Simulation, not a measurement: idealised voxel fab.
The following process module bears the name voxel transistor to metal.
This is section cut - it's 200 nm across, gridded in 5 nm square cells.
Each cross-section below is a grid of square cells, stated as bands in top-down order, with one or more rows of cells making up each band.
Top, bottom (nm), then materials left to right with widths (nm); lone material tagged "edge to edge" fills the whole band edge to edge; "blank" = empty space.
Zero point of the height axis is 0; under it, received wafer = one material. Lowest band: continues down indefinitely, "0 and below".
Width: "30 to 40" (first number = top row, second number = bottom row, same change from row to row of cells).
Step marked "changes: none"? Then no cell in the cross-section changed in it.
In "Enclosed void list" the enclosed voids are listed, meaning empty spaces of 8 cells or larger without any opening to the top. The form is width x height at distance, distance from the left edge, units nm.
Anything after a step's settings on that line? It's the simulator's own note about the step.
When a step includes a mask, the "overlay nm" setting on its line states how far to the right of its planned place that mask lay, and negative values state how far to the left.
Planned process steps:
- 1: RECEIVE with material Si
- 2: CONFORMAL_DEP with material SiO2, thk nm 5
- 3: CONFORMAL_DEP with material SiN, thk nm 15
- 4: DIRECTIONAL_DEP with material aC, thk nm 15
- 5: PATTERN with tone cover, mask id ACTIVE, material resist, width nm 125, thk nm 35, overlay nm 0
- 6: DIRECTIONAL_ETCH with etch materials aC, depth nm 15
- 7: STRIP with etch materials resist
- 8: DIRECTIONAL_ETCH with etch materials SiN, depth nm 15
- 9: DIRECTIONAL_ETCH with etch materials SiO2, depth nm 5
- 10: DIRECTIONAL_ETCH with etch materials Si, depth nm 25
- 11: STRIP with etch materials aC
- 12: OXIDIZE with depth nm 5
- 13: FILL_DEP with material SiO2, thk nm 5
- 14: CMP with height nm 20
- 15: SELECTIVE_ETCH with etch materials SiO2, depth nm 5
- 16: STRIP with etch materials SiN
- 17: SELECTIVE_ETCH with etch materials SiO2, depth nm 5
- 18: OXIDIZE with depth nm 5
- 19: DIRECTIONAL_DEP with material polySi, thk nm 30
- 20: DIRECTIONAL_DEP with material SiCN, thk nm 15
- 21: PATTERN with tone cover, mask id GATE, material resist, width nm 25, thk nm 15, overlay nm 0
- 22: DIRECTIONAL_ETCH with etch materials SiCN, depth nm 25
- 23: DIRECTIONAL_ETCH with etch materials polySi, depth nm 40
- 24: STRIP with etch materials resist
- 25: CONFORMAL_DEP with material SiO2, thk nm 5
- 26: DIRECTIONAL_ETCH with etch materials SiO2, depth nm 5
- 27: CONFORMAL_DEP with material SiN, thk nm 5
- 28: DIRECTIONAL_ETCH with etch materials SiN, depth nm 5
- 29: DIRECTIONAL_ETCH with etch materials SiO2, depth nm 5
- 30: DIRECTIONAL_ETCH with etch materials Si, depth nm 15
- 31: EPI with material SiGe, thk nm 20
- 32: FILL_DEP with material SiO2, thk nm 10
- 33: CMP with height nm 45
- 34: DIRECTIONAL_DEP with material SiO2, thk nm 15
- 35: MASKED_ETCH with tone open, mask id CONTACT, width nm 20, pitch nm 85, etch materials SiO2, depth nm 60, overlay nm 0
- 36: CONFORMAL_DEP with material TiN, thk nm 5
- 37: FILL_DEP with material Ru, thk nm 10
- 38: CMP with height nm 60
- 39: CONFORMAL_DEP with material SiCN, thk nm 5
- 40: DIRECTIONAL_DEP with material SiO2, thk nm 25
- 41: DIRECTIONAL_DEP with material aC, thk nm 15
- 42: PATTERN with tone open, mask id METAL_1, material resist, width nm 20, pitch nm 85, thk nm 30, overlay nm 0
- 43: DIRECTIONAL_ETCH with etch materials aC, depth nm 15
- 44: STRIP with etch materials resist
- 45: DIRECTIONAL_ETCH with etch materials SiO2, depth nm 25
- 46: DIRECTIONAL_ETCH with etch materials SiCN, depth nm 5
- 47: STRIP with etch materials aC
- 48: CONFORMAL_DEP with material TiN, thk nm 5
- 49: FILL_DEP with material Ru, thk nm 10
- 50: CMP with height nm 90
- 51: CONFORMAL_DEP with material SiCN, thk nm 5
The first of a set of two wafers, run to plan:
As-received wafer cross-section (after step 1):
- 0 and below  Si edge to edge
- Enclosed void list: none
The wafer in cross-section once step 2 is complete:
- 5 down to 0  SiO2 edge to edge
- Beneath the level 0, the cross-section is identical to its previous state.
The wafer in cross-section once step 3 is complete:
- 20 down to 5  SiN edge to edge
- Beneath the level 5, the cross-section is identical to its previous state.
The wafer in cross-section once step 4 is complete:
- 35 down to 20  aC edge to edge
- Beneath the level 20, the cross-section is identical to its previous state.
The wafer in cross-section once step 5 is complete:
- 70 down to 35  blank=35 / resist=125 / blank=40
- Beneath the level 35, the cross-section is identical to its previous state.
The wafer in cross-section once step 6 is complete:
- 55 down to 35  blank=35 / resist=125 / blank=40
- 35 down to 20  blank=35 / aC=125 / blank=40
- Beneath the level 20, the cross-section is identical to its previous state.
The wafer in cross-section once step 7 is complete:
- 35 down to 20  blank=35 / aC=125 / blank=40
- Beneath the level 20, the cross-section is identical to its previous state.
The wafer in cross-section once step 8 is complete:
- 35 down to 20  blank=35 / aC=125 / blank=40
- 20 down to 5  blank=35 / SiN=125 / blank=40
- Beneath the level 5, the cross-section is identical to its previous state.
The wafer in cross-section once step 9 is complete:
- 35 down to 20  blank=35 / aC=125 / blank=40
- 20 down to 5  blank=35 / SiN=125 / blank=40
- 5 down to 0  blank=35 / SiO2=125 / blank=40
- Beneath the level 0, the cross-section is identical to its previous state.
The wafer in cross-section once step 10 is complete:
- 35 down to 20  blank=35 / aC=125 / blank=40
- 20 down to 5  blank=35 / SiN=125 / blank=40
- 5 down to 0  blank=35 / SiO2=125 / blank=40
- 0 down to -25  blank=35 / Si=125 / blank=40
- Beneath the level -25, the cross-section is identical to its previous state.
The wafer in cross-section once step 11 is complete:
- 20 down to 5  blank=35 / SiN=125 / blank=40
- Beneath the level 5, the cross-section is identical to its previous state.
The wafer in cross-section once step 12 is complete:
- 20 down to 5  blank=35 / SiN=125 / blank=40
- 5 down to 0  blank=35 / SiO2=125 / blank=40
- 0 down to -25  blank=35 / SiO2=5 / Si=115 / SiO2=5 / blank=40
- -25 down to -30  SiO2=40 / Si=115 / SiO2=45
- Beneath the level -30, the cross-section is identical to its previous state.
The wafer in cross-section once step 13 is complete:
- 25 down to 20  SiO2 edge to edge
- 20 down to 5  SiO2=35 / SiN=125 / SiO2=40
- 5 down to 0  SiO2 edge to edge
- 0 down to -30  SiO2=40 / Si=115 / SiO2=45
- Beneath the level -30, the cross-section is identical to its previous state.
The wafer in cross-section once step 14 is complete:
- 20 down to 5  SiO2=35 / SiN=125 / SiO2=40
- Beneath the level 5, the cross-section is identical to its previous state.
The wafer in cross-section once step 15 is complete:
- 20 down to 15  blank=35 / SiN=125 / blank=40
- Beneath the level 15, the cross-section is identical to its previous state.
The wafer in cross-section once step 16 is complete:
- 15 down to 5  SiO2=35 / blank=125 / SiO2=40
- Beneath the level 5, the cross-section is identical to its previous state.
The wafer in cross-section once step 17 is complete:
- 10 down to 0  SiO2=30 / blank=135 / SiO2=35
- Beneath the level 0, the cross-section is identical to its previous state.
The wafer in cross-section once step 18 is complete:
- 10 down to 0  SiO2=30 / blank=135 / SiO2=35
- 0 down to -5  SiO2 edge to edge
- Beneath the level -5, the cross-section is identical to its previous state.
The wafer in cross-section once step 19 is complete:
- 40 down to 30  polySi=30 / blank=135 / polySi=35
- 30 down to 10  polySi edge to edge
- 10 down to 0  SiO2=30 / polySi=135 / SiO2=35
- Beneath the level 0, the cross-section is identical to its previous state.
The wafer in cross-section once step 20 is complete:
- 55 down to 45  SiCN=30 / blank=135 / SiCN=35
- 45 down to 40  SiCN edge to edge
- 40 down to 30  polySi=30 / SiCN=135 / polySi=35
- Beneath the level 30, the cross-section is identical to its previous state.
The wafer in cross-section once step 21 is complete:
- 70 down to 55  blank=85 / resist=25 / blank=90
- 55 down to 45  SiCN=30 / blank=55 / resist=25 / blank=55 / SiCN=35
- Beneath the level 45, the cross-section is identical to its previous state.
The wafer in cross-section once step 22 is complete:
- 70 down to 45  blank=85 / resist=25 / blank=90
- 45 down to 40  blank=85 / SiCN=25 / blank=90
- 40 down to 30  polySi=30 / blank=55 / SiCN=25 / blank=55 / polySi=35
- Beneath the level 30, the cross-section is identical to its previous state.
The wafer in cross-section once step 23 is complete:
- 70 down to 45  blank=85 / resist=25 / blank=90
- 45 down to 30  blank=85 / SiCN=25 / blank=90
- 30 down to 10  blank=85 / polySi=25 / blank=90
- 10 down to 0  SiO2=30 / blank=55 / polySi=25 / blank=55 / SiO2=35
- Beneath the level 0, the cross-section is identical to its previous state.
The wafer in cross-section once step 24 is complete:
- 45 down to 30  blank=85 / SiCN=25 / blank=90
- Beneath the level 30, the cross-section is identical to its previous state.
The wafer in cross-section once step 25 is complete:
- 50 down to 45  blank=80 / SiO2=35 / blank=85
- 45 down to 30  blank=80 / SiO2=5 / SiCN=25 / SiO2=5 / blank=85
- 30 down to 15  blank=80 / SiO2=5 / polySi=25 / SiO2=5 / blank=85
- 15 down to 5  SiO2=35 / blank=45 / SiO2=5 / polySi=25 / SiO2=5 / blank=45 / SiO2=40
- 5 down to 0  SiO2=85 / polySi=25 / SiO2=90
- Beneath the level 0, the cross-section is identical to its previous state.
The wafer in cross-section once step 26 is complete:
- 45 down to 30  blank=80 / SiO2=5 / SiCN=25 / SiO2=5 / blank=85
- 30 down to 10  blank=80 / SiO2=5 / polySi=25 / SiO2=5 / blank=85
- 10 down to 0  SiO2=35 / blank=45 / SiO2=5 / polySi=25 / SiO2=5 / blank=45 / SiO2=40
- Beneath the level 0, the cross-section is identical to its previous state.
The wafer in cross-section once step 27 is complete:
- 50 down to 45  blank=75 / SiN=45 / blank=80
- 45 down to 30  blank=75 / SiN=5 / SiO2=5 / SiCN=25 / SiO2=5 / SiN=5 / blank=80
- 30 down to 15  blank=75 / SiN=5 / SiO2=5 / polySi=25 / SiO2=5 / SiN=5 / blank=80
- 15 down to 10  SiN=40 / blank=35 / SiN=5 / SiO2=5 / polySi=25 / SiO2=5 / SiN=5 / blank=35 / SiN=45
- 10 down to 5  SiO2=35 / SiN=5 / blank=35 / SiN=5 / SiO2=5 / polySi=25 / SiO2=5 / SiN=5 / blank=35 / SiN=5 / SiO2=40
- 5 down to 0  SiO2=35 / SiN=45 / SiO2=5 / polySi=25 / SiO2=5 / SiN=45 / SiO2=40
- Beneath the level 0, the cross-section is identical to its previous state.
The wafer in cross-section once step 28 is complete:
- 45 down to 30  blank=75 / SiN=5 / SiO2=5 / SiCN=25 / SiO2=5 / SiN=5 / blank=80
- 30 down to 10  blank=75 / SiN=5 / SiO2=5 / polySi=25 / SiO2=5 / SiN=5 / blank=80
- 10 down to 0  SiO2=35 / SiN=5 / blank=35 / SiN=5 / SiO2=5 / polySi=25 / SiO2=5 / SiN=5 / blank=35 / SiN=5 / SiO2=40
- Beneath the level 0, the cross-section is identical to its previous state.
The wafer in cross-section once step 29 is complete:
- 45 down to 40  blank=75 / SiN=5 / blank=5 / SiCN=25 / blank=5 / SiN=5 / blank=80
- 40 down to 30  blank=75 / SiN=5 / SiO2=5 / SiCN=25 / SiO2=5 / SiN=5 / blank=80
- 30 down to 10  blank=75 / SiN=5 / SiO2=5 / polySi=25 / SiO2=5 / SiN=5 / blank=80
- 10 down to 5  blank=35 / SiN=5 / blank=35 / SiN=5 / SiO2=5 / polySi=25 / SiO2=5 / SiN=5 / blank=35 / SiN=5 / blank=40
- 5 down to 0  SiO2=35 / SiN=5 / blank=35 / SiN=5 / SiO2=5 / polySi=25 / SiO2=5 / SiN=5 / blank=35 / SiN=5 / SiO2=40
- 0 down to -5  SiO2=40 / blank=35 / SiO2=45 / blank=35 / SiO2=45
- Beneath the level -5, the cross-section is identical to its previous state.
The wafer in cross-section once step 30 is complete:
- 45 down to 40  blank=75 / SiN=5 / blank=5 / SiCN=25 / blank=5 / SiN=5 / blank=80
- 40 down to 30  blank=75 / SiN=5 / SiO2=5 / SiCN=25 / SiO2=5 / SiN=5 / blank=80
- 30 down to 10  blank=75 / SiN=5 / SiO2=5 / polySi=25 / SiO2=5 / SiN=5 / blank=80
- 10 down to 5  blank=35 / SiN=5 / blank=35 / SiN=5 / SiO2=5 / polySi=25 / SiO2=5 / SiN=5 / blank=35 / SiN=5 / blank=40
- 5 down to 0  SiO2=35 / SiN=5 / blank=35 / SiN=5 / SiO2=5 / polySi=25 / SiO2=5 / SiN=5 / blank=35 / SiN=5 / SiO2=40
- 0 down to -5  SiO2=40 / blank=35 / SiO2=45 / blank=35 / SiO2=45
- -5 down to -20  SiO2=40 / blank=35 / Si=45 / blank=35 / SiO2=45
- Beneath the level -20, the cross-section is identical to its previous state.
The wafer in cross-section once step 31 is complete:
- 45 down to 40  blank=75 / SiN=5 / blank=5 / SiCN=25 / blank=5 / SiN=5 / blank=80
- 40 down to 30  blank=75 / SiN=5 / SiO2=5 / SiCN=25 / SiO2=5 / SiN=5 / blank=80
- 30 down to 15  blank=75 / SiN=5 / SiO2=5 / polySi=25 / SiO2=5 / SiN=5 / blank=80
- 15 down to 10  blank=55 / SiGe=20 / SiN=5 / SiO2=5 / polySi=25 / SiO2=5 / SiN=5 / SiGe=20 / blank=60
- 10 down to 5  blank=35 / SiN=5 / blank=15 / SiGe=20 / SiN=5 / SiO2=5 / polySi=25 / SiO2=5 / SiN=5 / SiGe=20 / blank=15 / SiN=5 / blank=40
- 5 down to 0  SiO2=35 / SiN=5 / blank=15 / SiGe=20 / SiN=5 / SiO2=5 / polySi=25 / SiO2=5 / SiN=5 / SiGe=20 / blank=15 / SiN=5 / SiO2=40
- 0 down to -5  SiO2=40 / SiGe=35 / SiO2=45 / SiGe=35 / SiO2=45
- -5 down to -20  SiO2=40 / SiGe=35 / Si=45 / SiGe=35 / SiO2=45
- Beneath the level -20, the cross-section is identical to its previous state.
The wafer in cross-section once step 32 is complete:
- 55 down to 45  SiO2 edge to edge
- 45 down to 30  SiO2=75 / SiN=5 / SiO2=5 / SiCN=25 / SiO2=5 / SiN=5 / SiO2=80
- 30 down to 15  SiO2=75 / SiN=5 / SiO2=5 / polySi=25 / SiO2=5 / SiN=5 / SiO2=80
- 15 down to 10  SiO2=55 / SiGe=20 / SiN=5 / SiO2=5 / polySi=25 / SiO2=5 / SiN=5 / SiGe=20 / SiO2=60
- 10 down to 0  SiO2=35 / SiN=5 / SiO2=15 / SiGe=20 / SiN=5 / SiO2=5 / polySi=25 / SiO2=5 / SiN=5 / SiGe=20 / SiO2=15 / SiN=5 / SiO2=40
- Beneath the level 0, the cross-section is identical to its previous state.
The wafer in cross-section once step 33 is complete:
- 45 down to 30  SiO2=75 / SiN=5 / SiO2=5 / SiCN=25 / SiO2=5 / SiN=5 / SiO2=80
- Beneath the level 30, the cross-section is identical to its previous state.
The wafer in cross-section once step 34 is complete:
- 60 down to 45  SiO2 edge to edge
- Beneath the level 45, the cross-section is identical to its previous state.
The wafer in cross-section once step 35 is complete:
- 60 down to 45  SiO2=45 / blank=20 / SiO2=65 / blank=20 / SiO2=50
- 45 down to 30  SiO2=45 / blank=20 / SiO2=10 / SiN=5 / SiO2=5 / SiCN=25 / SiO2=5 / SiN=5 / SiO2=10 / blank=20 / SiO2=50
- 30 down to 15  SiO2=45 / blank=20 / SiO2=10 / SiN=5 / SiO2=5 / polySi=25 / SiO2=5 / SiN=5 / SiO2=10 / blank=20 / SiO2=50
- 15 down to 10  SiO2=45 / blank=10 / SiGe=20 / SiN=5 / SiO2=5 / polySi=25 / SiO2=5 / SiN=5 / SiGe=20 / blank=10 / SiO2=50
- 10 down to 0  SiO2=35 / SiN=5 / SiO2=5 / blank=10 / SiGe=20 / SiN=5 / SiO2=5 / polySi=25 / SiO2=5 / SiN=5 / SiGe=20 / blank=10 / SiO2=5 / SiN=5 / SiO2=40
- Beneath the level 0, the cross-section is identical to its previous state.
The wafer in cross-section once step 36 is complete:
- 65 down to 60  TiN=50 / blank=10 / TiN=75 / blank=10 / TiN=55
- 60 down to 45  SiO2=45 / TiN=5 / blank=10 / TiN=5 / SiO2=65 / TiN=5 / blank=10 / TiN=5 / SiO2=50
- 45 down to 30  SiO2=45 / TiN=5 / blank=10 / TiN=5 / SiO2=10 / SiN=5 / SiO2=5 / SiCN=25 / SiO2=5 / SiN=5 / SiO2=10 / TiN=5 / blank=10 / TiN=5 / SiO2=50
- 30 down to 20  SiO2=45 / TiN=5 / blank=10 / TiN=5 / SiO2=10 / SiN=5 / SiO2=5 / polySi=25 / SiO2=5 / SiN=5 / SiO2=10 / TiN=5 / blank=10 / TiN=5 / SiO2=50
- 20 down to 15  SiO2=45 / TiN=20 / SiO2=10 / SiN=5 / SiO2=5 / polySi=25 / SiO2=5 / SiN=5 / SiO2=10 / TiN=20 / SiO2=50
- 15 down to 10  SiO2=45 / TiN=10 / SiGe=20 / SiN=5 / SiO2=5 / polySi=25 / SiO2=5 / SiN=5 / SiGe=20 / TiN=10 / SiO2=50
- 10 down to 0  SiO2=35 / SiN=5 / SiO2=5 / TiN=10 / SiGe=20 / SiN=5 / SiO2=5 / polySi=25 / SiO2=5 / SiN=5 / SiGe=20 / TiN=10 / SiO2=5 / SiN=5 / SiO2=40
- Beneath the level 0, the cross-section is identical to its previous state.
The wafer in cross-section once step 37 is complete:
- 75 down to 65  Ru edge to edge
- 65 down to 60  TiN=50 / Ru=10 / TiN=75 / Ru=10 / TiN=55
- 60 down to 45  SiO2=45 / TiN=5 / Ru=10 / TiN=5 / SiO2=65 / TiN=5 / Ru=10 / TiN=5 / SiO2=50
- 45 down to 30  SiO2=45 / TiN=5 / Ru=10 / TiN=5 / SiO2=10 / SiN=5 / SiO2=5 / SiCN=25 / SiO2=5 / SiN=5 / SiO2=10 / TiN=5 / Ru=10 / TiN=5 / SiO2=50
- 30 down to 20  SiO2=45 / TiN=5 / Ru=10 / TiN=5 / SiO2=10 / SiN=5 / SiO2=5 / polySi=25 / SiO2=5 / SiN=5 / SiO2=10 / TiN=5 / Ru=10 / TiN=5 / SiO2=50
- Beneath the level 20, the cross-section is identical to its previous state.
The wafer in cross-section once step 38 is complete:
- 60 down to 45  SiO2=45 / TiN=5 / Ru=10 / TiN=5 / SiO2=65 / TiN=5 / Ru=10 / TiN=5 / SiO2=50
- Beneath the level 45, the cross-section is identical to its previous state.
The wafer in cross-section once step 39 is complete:
- 65 down to 60  SiCN edge to edge
- Beneath the level 60, the cross-section is identical to its previous state.
The wafer in cross-section once step 40 is complete:
- 90 down to 65  SiO2 edge to edge
- Beneath the level 65, the cross-section is identical to its previous state.
The wafer in cross-section once step 41 is complete:
- 105 down to 90  aC edge to edge
- Beneath the level 90, the cross-section is identical to its previous state.
The wafer in cross-section once step 42 is complete:
- 135 down to 105  resist=45 / blank=20 / resist=65 / blank=20 / resist=50
- Beneath the level 105, the cross-section is identical to its previous state.
The wafer in cross-section once step 43 is complete:
- 120 down to 105  resist=45 / blank=20 / resist=65 / blank=20 / resist=50
- 105 down to 90  aC=45 / blank=20 / aC=65 / blank=20 / aC=50
- Beneath the level 90, the cross-section is identical to its previous state.
The wafer in cross-section once step 44 is complete:
- 105 down to 90  aC=45 / blank=20 / aC=65 / blank=20 / aC=50
- Beneath the level 90, the cross-section is identical to its previous state.
The wafer in cross-section once step 45 is complete:
- 105 down to 90  aC=45 / blank=20 / aC=65 / blank=20 / aC=50
- 90 down to 65  SiO2=45 / blank=20 / SiO2=65 / blank=20 / SiO2=50
- Beneath the level 65, the cross-section is identical to its previous state.
The wafer in cross-section once step 46 is complete:
- 105 down to 90  aC=45 / blank=20 / aC=65 / blank=20 / aC=50
- 90 down to 65  SiO2=45 / blank=20 / SiO2=65 / blank=20 / SiO2=50
- 65 down to 60  SiCN=45 / blank=20 / SiCN=65 / blank=20 / SiCN=50
- Beneath the level 60, the cross-section is identical to its previous state.
The wafer in cross-section once step 47 is complete:
- 90 down to 65  SiO2=45 / blank=20 / SiO2=65 / blank=20 / SiO2=50
- Beneath the level 65, the cross-section is identical to its previous state.
The wafer in cross-section once step 48 is complete:
- 95 down to 90  TiN=50 / blank=10 / TiN=75 / blank=10 / TiN=55
- 90 down to 65  SiO2=45 / TiN=5 / blank=10 / TiN=5 / SiO2=65 / TiN=5 / blank=10 / TiN=5 / SiO2=50
- 65 down to 60  SiCN=45 / TiN=20 / SiCN=65 / TiN=20 / SiCN=50
- Beneath the level 60, the cross-section is identical to its previous state.
The wafer in cross-section once step 49 is complete:
- 105 down to 95  Ru edge to edge
- 95 down to 90  TiN=50 / Ru=10 / TiN=75 / Ru=10 / TiN=55
- 90 down to 65  SiO2=45 / TiN=5 / Ru=10 / TiN=5 / SiO2=65 / TiN=5 / Ru=10 / TiN=5 / SiO2=50
- Beneath the level 65, the cross-section is identical to its previous state.
The wafer in cross-section once step 50 is complete:
- 90 down to 65  SiO2=45 / TiN=5 / Ru=10 / TiN=5 / SiO2=65 / TiN=5 / Ru=10 / TiN=5 / SiO2=50
- Beneath the level 65, the cross-section is identical to its previous state.
The wafer in cross-section once step 51 is complete:
- 95 down to 90  SiCN edge to edge
- Beneath the level 90, the cross-section is identical to its previous state.
Second wafer - shared start and plan with the first - one error in running - same as the first up to step 30 inclusive:
What the second wafer looks like in cross-section when step 31 should have wrapped up:
- 45 down to 40  blank=75 / SiN=5 / blank=5 / SiCN=25 / blank=5 / SiN=5 / blank=80
- 40 down to 35  blank=75 / SiN=5 / SiO2=5 / SiCN=25 / SiO2=5 / SiN=5 / blank=80
- 35 down to 30  blank=35 / SiGe=40 / SiN=5 / SiO2=5 / SiCN=25 / SiO2=5 / SiN=5 / SiGe=40 / blank=40
- 30 down to 20  blank=35 / SiGe=40 / SiN=5 / SiO2=5 / polySi=25 / SiO2=5 / SiN=5 / SiGe=40 / blank=40
- 20 down to 10  blank=30 / SiGe=45 / SiN=5 / SiO2=5 / polySi=25 / SiO2=5 / SiN=5 / SiGe=45 / blank=35
- 10 down to 5  blank=30 / SiGe=5 / SiN=5 / SiGe=35 / SiN=5 / SiO2=5 / polySi=25 / SiO2=5 / SiN=5 / SiGe=35 / SiN=5 / SiGe=5 / blank=35
- 5 down to 0  SiO2=35 / SiN=5 / SiGe=35 / SiN=5 / SiO2=5 / polySi=25 / SiO2=5 / SiN=5 / SiGe=35 / SiN=5 / SiO2=40
- 0 down to -5  SiO2=40 / SiGe=35 / SiO2=45 / SiGe=35 / SiO2=45
- -5 down to -20  SiO2=40 / SiGe=35 / Si=45 / SiGe=35 / SiO2=45
- Beneath the level -20, the cross-section is identical to its previous state.
What the second wafer looks like in cross-section when step 32 should have wrapped up:
- 55 down to 45  SiO2 edge to edge
- 45 down to 35  SiO2=75 / SiN=5 / SiO2=5 / SiCN=25 / SiO2=5 / SiN=5 / SiO2=80
- 35 down to 30  SiO2=35 / SiGe=40 / SiN=5 / SiO2=5 / SiCN=25 / SiO2=5 / SiN=5 / SiGe=40 / SiO2=40
- 30 down to 20  SiO2=35 / SiGe=40 / SiN=5 / SiO2=5 / polySi=25 / SiO2=5 / SiN=5 / SiGe=40 / SiO2=40
- 20 down to 10  SiO2=30 / SiGe=45 / SiN=5 / SiO2=5 / polySi=25 / SiO2=5 / SiN=5 / SiGe=45 / SiO2=35
- 10 down to 5  SiO2=30 / SiGe=5 / SiN=5 / SiGe=35 / SiN=5 / SiO2=5 / polySi=25 / SiO2=5 / SiN=5 / SiGe=35 / SiN=5 / SiGe=5 / SiO2=35
- Beneath the level 5, the cross-section is identical to its previous state.
What the second wafer looks like in cross-section when step 33 should have wrapped up:
- 45 down to 35  SiO2=75 / SiN=5 / SiO2=5 / SiCN=25 / SiO2=5 / SiN=5 / SiO2=80
- Beneath the level 35, the cross-section is identical to its previous state.
What the second wafer looks like in cross-section when step 34 should have wrapped up:
- 60 down to 45  SiO2 edge to edge
- Beneath the level 45, the cross-section is identical to its previous state.
What the second wafer looks like in cross-section when step 35 should have wrapped up:
- 60 down to 45  SiO2=45 / blank=20 / SiO2=65 / blank=20 / SiO2=50
- 45 down to 35  SiO2=45 / blank=20 / SiO2=10 / SiN=5 / SiO2=5 / SiCN=25 / SiO2=5 / SiN=5 / SiO2=10 / blank=20 / SiO2=50
- Beneath the level 35, the cross-section is identical to its previous state.
What the second wafer looks like in cross-section when step 36 should have wrapped up:
- 65 down to 60  TiN=50 / blank=10 / TiN=75 / blank=10 / TiN=55
- 60 down to 45  SiO2=45 / TiN=5 / blank=10 / TiN=5 / SiO2=65 / TiN=5 / blank=10 / TiN=5 / SiO2=50
- 45 down to 40  SiO2=45 / TiN=5 / blank=10 / TiN=5 / SiO2=10 / SiN=5 / SiO2=5 / SiCN=25 / SiO2=5 / SiN=5 / SiO2=10 / TiN=5 / blank=10 / TiN=5 / SiO2=50
- 40 down to 35  SiO2=45 / TiN=20 / SiO2=10 / SiN=5 / SiO2=5 / SiCN=25 / SiO2=5 / SiN=5 / SiO2=10 / TiN=20 / SiO2=50
- Beneath the level 35, the cross-section is identical to its previous state.
What the second wafer looks like in cross-section when step 37 should have wrapped up:
- 75 down to 65  Ru edge to edge
- 65 down to 60  TiN=50 / Ru=10 / TiN=75 / Ru=10 / TiN=55
- 60 down to 45  SiO2=45 / TiN=5 / Ru=10 / TiN=5 / SiO2=65 / TiN=5 / Ru=10 / TiN=5 / SiO2=50
- 45 down to 40  SiO2=45 / TiN=5 / Ru=10 / TiN=5 / SiO2=10 / SiN=5 / SiO2=5 / SiCN=25 / SiO2=5 / SiN=5 / SiO2=10 / TiN=5 / Ru=10 / TiN=5 / SiO2=50
- Beneath the level 40, the cross-section is identical to its previous state.
What the second wafer looks like in cross-section when step 38 should have wrapped up:
- 60 down to 45  SiO2=45 / TiN=5 / Ru=10 / TiN=5 / SiO2=65 / TiN=5 / Ru=10 / TiN=5 / SiO2=50
- Beneath the level 45, the cross-section is identical to its previous state.
What the second wafer looks like in cross-section when step 39 should have wrapped up:
- 65 down to 60  SiCN edge to edge
- Beneath the level 60, the cross-section is identical to its previous state.
What the second wafer looks like in cross-section when step 40 should have wrapped up:
- 90 down to 65  SiO2 edge to edge
- Beneath the level 65, the cross-section is identical to its previous state.
What the second wafer looks like in cross-section when step 41 should have wrapped up:
- 105 down to 90  aC edge to edge
- Beneath the level 90, the cross-section is identical to its previous state.
What the second wafer looks like in cross-section when step 42 should have wrapped up:
- 135 down to 105  resist=45 / blank=20 / resist=65 / blank=20 / resist=50
- Beneath the level 105, the cross-section is identical to its previous state.
What the second wafer looks like in cross-section when step 43 should have wrapped up:
- 120 down to 105  resist=45 / blank=20 / resist=65 / blank=20 / resist=50
- 105 down to 90  aC=45 / blank=20 / aC=65 / blank=20 / aC=50
- Beneath the level 90, the cross-section is identical to its previous state.
What the second wafer looks like in cross-section when step 44 should have wrapped up:
- 105 down to 90  aC=45 / blank=20 / aC=65 / blank=20 / aC=50
- Beneath the level 90, the cross-section is identical to its previous state.
What the second wafer looks like in cross-section when step 45 should have wrapped up:
- 105 down to 90  aC=45 / blank=20 / aC=65 / blank=20 / aC=50
- 90 down to 65  SiO2=45 / blank=20 / SiO2=65 / blank=20 / SiO2=50
- Beneath the level 65, the cross-section is identical to its previous state.
What the second wafer looks like in cross-section when step 46 should have wrapped up:
- 105 down to 90  aC=45 / blank=20 / aC=65 / blank=20 / aC=50
- 90 down to 65  SiO2=45 / blank=20 / SiO2=65 / blank=20 / SiO2=50
- 65 down to 60  SiCN=45 / blank=20 / SiCN=65 / blank=20 / SiCN=50
- Beneath the level 60, the cross-section is identical to its previous state.
What the second wafer looks like in cross-section when step 47 should have wrapped up:
- 90 down to 65  SiO2=45 / blank=20 / SiO2=65 / blank=20 / SiO2=50
- Beneath the level 65, the cross-section is identical to its previous state.
What the second wafer looks like in cross-section when step 48 should have wrapped up:
- 95 down to 90  TiN=50 / blank=10 / TiN=75 / blank=10 / TiN=55
- 90 down to 65  SiO2=45 / TiN=5 / blank=10 / TiN=5 / SiO2=65 / TiN=5 / blank=10 / TiN=5 / SiO2=50
- 65 down to 60  SiCN=45 / TiN=20 / SiCN=65 / TiN=20 / SiCN=50
- Beneath the level 60, the cross-section is identical to its previous state.
What the second wafer looks like in cross-section when step 49 should have wrapped up:
- 105 down to 95  Ru edge to edge
- 95 down to 90  TiN=50 / Ru=10 / TiN=75 / Ru=10 / TiN=55
- 90 down to 65  SiO2=45 / TiN=5 / Ru=10 / TiN=5 / SiO2=65 / TiN=5 / Ru=10 / TiN=5 / SiO2=50
- Beneath the level 65, the cross-section is identical to its previous state.
What the second wafer looks like in cross-section when step 50 should have wrapped up:
- 90 down to 65  SiO2=45 / TiN=5 / Ru=10 / TiN=5 / SiO2=65 / TiN=5 / Ru=10 / TiN=5 / SiO2=50
- Beneath the level 65, the cross-section is identical to its previous state.
What the second wafer looks like in cross-section when step 51 should have wrapped up:
- 95 down to 90  SiCN edge to edge
- Beneath the level 90, the cross-section is identical to its previous state.
Here's what went sideways: it should be noted that step 31 of the plan was executed twice
At the finish, the second wafer shows more or fewer cells for some materials than the first does: Ru -16; SiGe +90; SiO2 -46; TiN -28
